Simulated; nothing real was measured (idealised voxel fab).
The process module that follows is named voxel gate over fins.
The cross-section shown here is cut; it is 265 nm wide and divided into square cells measuring 5 nm on a side.
Cross-sections here: square-cell grids, written as top-down lists of bands, a band being one or more rows of cells. A band entry consists of two parts. The first gives the height of the band's top and the height of its bottom, in nm. The rest lists the band's materials from left to right, each with its width in nm. A single material labelled with the word "edge to edge" fills the band from edge to edge, and the word "blank" marks empty space. The reference from which all heights are counted is 0, the level beneath which the as-received wafer is entirely one material; the lowest band, having no lower bound, proceeds downward and is written after the example "0 nm and below". Top row gets the first number, bottom row gets the second, and each row in between changes by the same step: that is how a band width like "30 to 40" works. "same as before" after a step means that no cell of the cross-section changed. The list in "Enclosed void entries" covers empty spaces of 8 cells or more that cannot reach the top through any open way, and it gives each as width x height at distance; the distance is from the left edge, and width, height and distance are in nm. Heads up: the bit after the settings on a step's line is the simulator's remark on that step. The optional step-line setting "overlay nm" applies to steps with a mask and quantifies how far to the right of its planned location the mask lay, a negative value indicating leftward placement.

-- The following list gives the planned process steps
1 RECEIVE,material Si
2 CONFORMAL_DEP,material SiN,thk nm 5
3 MASKED_ETCH,tone cover,mask id FINS,width nm 15,pitch nm 35,etch materials SiN,depth nm 5,overlay nm 0
4 MASKED_ETCH,tone cover,mask id FINS,width nm 15,pitch nm 35,etch materials Si,depth nm 30,overlay nm 0
5 FILL_DEP,material SiO2,thk nm 10
6 CMP,height nm 5
7 SELECTIVE_ETCH,etch materials SiO2,depth nm 15
8 STRIP,etch materials SiN
9 CONFORMAL_DEP,material HfO2,thk nm 5
10 CONFORMAL_DEP,material TiN,thk nm 5
11 FILL_DEP,material W,thk nm 15
12 CMP,height nm 20
13 CONFORMAL_DEP,material SiCN,thk nm 5
Be aware that, although all wafers share a common starting state, the thk nm at step 2 differs among them, and the plan displays the first wafer's value.

-- As-received state after step 1, first of several wafers, cross-section
  0 nm and below  Si edge to edge
  Enclosed void entries: none

-- Cross-sectional representation of the first of several wafers at the end of the module, i.e. after its terminal step, step 13
  25 nm to 20 nm  SiCN edge to edge
  20 nm to 10 nm  W edge to edge
  10 nm to 5 nm  W: 80, then TiN: 105, then W: 80
  5 nm to 0 nm  W: 80, then TiN: 5, then HfO2: 25, then TiN: 10, then HfO2: 25, then TiN: 10, then HfO2: 25, then TiN: 5, then W: 80
  0 nm to -5 nm  TiN: 85, then HfO2: 5, then Si: 15, then HfO2: 5, then TiN: 10, then HfO2: 5, then Si: 15, then HfO2: 5, then TiN: 10, then HfO2: 5, then Si: 15, then HfO2: 5, then TiN: 85
  -5 nm to -10 nm  HfO2: 90, then Si: 15, then HfO2: 20, then Si: 15, then HfO2: 20, then Si: 15, then HfO2: 90
  -10 nm to -30 nm  SiO2: 90, then Si: 15, then SiO2: 20, then Si: 15, then SiO2: 20, then Si: 15, then SiO2: 90
  -30 nm and below  Si edge to edge
  Enclosed void entries: none

-- The last wafer as seen in cross-section at the end of the module
  25 nm to 20 nm  SiCN edge to edge
  20 nm to 10 nm  W edge to edge
  10 nm to 5 nm  TiN edge to edge
  5 nm to 0 nm  HfO2 edge to edge
  0 nm and below  Si edge to edge
  Enclosed void entries: none

-- Each row below is a wafer at the end of the module, listing for every material the number of cells it has gained (+) or lost (-) since it was received, followed by its closed voids
thk nm 5 | +65 HfO2 | -264 Si | +53 SiCN | +176 SiO2 | +65 TiN | +170 W | Enclosed void entries: none
thk nm 10 | +53 HfO2 | +53 SiCN | +53 TiN | +106 W | Enclosed void entries: none
thk nm 15 | +53 HfO2 | +53 SiCN | +53 TiN | +106 W | Enclosed void entries: none
thk nm 20 | +53 HfO2 | +53 SiCN | +53 TiN | +106 W | Enclosed void entries: none
